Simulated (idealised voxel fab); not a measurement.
The process module that follows is named voxel gate over fins.
The width of the displayed cross-section, cut, is 240 nm; its cells are square, with a size of 5 nm.
Bands, listed from the top down, are how a cross-section gets written in this document; the cross-section itself is a grid of square cells, and a band is one or more rows of them. This entry defines a band. It first specifies the height of the band's top and the height of its bottom in nm, and then specifies the band's materials from left to right, stating each material with its width in nm. The word "everywhere" identifies a single material that fills the band from edge to edge, while the word "empty" identifies empty space. Where do heights start? At 0: under that level the wafer as delivered is made of one material only. And the lowest band has no floor; it just carries on downward, as in "0 nm and below". Width: "30 to 40" (first number = top row, second number = bottom row, same change from row to row of cells). You'll sometimes find "all unchanged" written for a step, and that's the way of saying that nowhere in the cross-section did a cell change during that step. For the entry "Closed void register", the listed items are empty spaces with no open way to the top whose size is 8 cells or more; each item follows the pattern width x height at distance, where distance is from the left edge and all three are in nm. after a step's settings: what the simulator itself notes on the step. A step line may carry the setting "overlay nm", which, for steps involving a mask, states the distance by which the mask lay to the right of its intended position; negative values denote displacement to the left.

**plan**
1. RECEIVE (material Si)
2. CONFORMAL_DEP (material SiN; thk nm 10)
3. PATTERN (tone cover; mask id FINS; material resist; width nm 15; pitch nm 35; thk nm 15; overlay nm 0)
4. DIRECTIONAL_ETCH (etch materials SiN; depth nm 10)
5. DIRECTIONAL_ETCH (etch materials Si; depth nm 40)
6. STRIP (etch materials resist)
7. FILL_DEP (material SiO2; thk nm 10)
8. CMP (height nm 10)
9. SELECTIVE_ETCH (etch materials SiO2; depth nm 20)
10. STRIP (etch materials SiN)
11. CONFORMAL_DEP (material HfO2; thk nm 5)
12. CONFORMAL_DEP (material TiN; thk nm 5)
13. CONFORMAL_DEP (material TiAl; thk nm 5)
14. CONFORMAL_DEP (material TiN; thk nm 5)
15. FILL_DEP (material W; thk nm 10)
16. CMP (height nm 25)
17. CONFORMAL_DEP (material SiCN; thk nm 10)

**The cross-section here shows the wafer as received, i.e. in its state after step 1**
  0 nm and below = Si everywhere
  Closed void register: none

**a wafer at the end: this start, this plan, one mistake**
  35 nm to 25 nm = SiCN everywhere
  25 nm to 20 nm = W everywhere
  20 nm to 15 nm = W: 55, then TiN: 130, then W: 55
  15 nm to 10 nm = W: 55, then TiN: 5, then TiAl: 120, then TiN: 5, then W: 55
  10 nm to 5 nm = TiN: 60, then TiAl: 5, then TiN: 110, then TiAl: 5, then TiN: 60
  5 nm to 0 nm = TiAl: 65, then TiN: 5, then HfO2: 30, then TiN: 5, then HfO2: 30, then TiN: 5, then HfO2: 30, then TiN: 5, then TiAl: 65
  0 nm to -5 nm = TiN: 70, then HfO2: 5, then Si: 20, then HfO2: 5, then TiN: 5, then HfO2: 5, then Si: 20, then HfO2: 5, then TiN: 5, then HfO2: 5, then Si: 20, then HfO2: 5, then TiN: 70
  -5 nm to -10 nm = HfO2: 75, then Si: 20, then HfO2: 15, then Si: 20, then HfO2: 15, then Si: 20, then HfO2: 75
  -10 nm to -40 nm = SiO2: 75, then Si: 20, then SiO2: 15, then Si: 20, then SiO2: 15, then Si: 20, then SiO2: 75
  -40 nm and below = Si everywhere
  Closed void register: none
It is concluded that the wafer was processed incorrectly with respect to the plan, in that step 3 was not run as planned; what actually ran was PATTERN (tone cover; mask id FINS; material resist; width nm 20; pitch nm 35; thk nm 15; overlay nm 0)
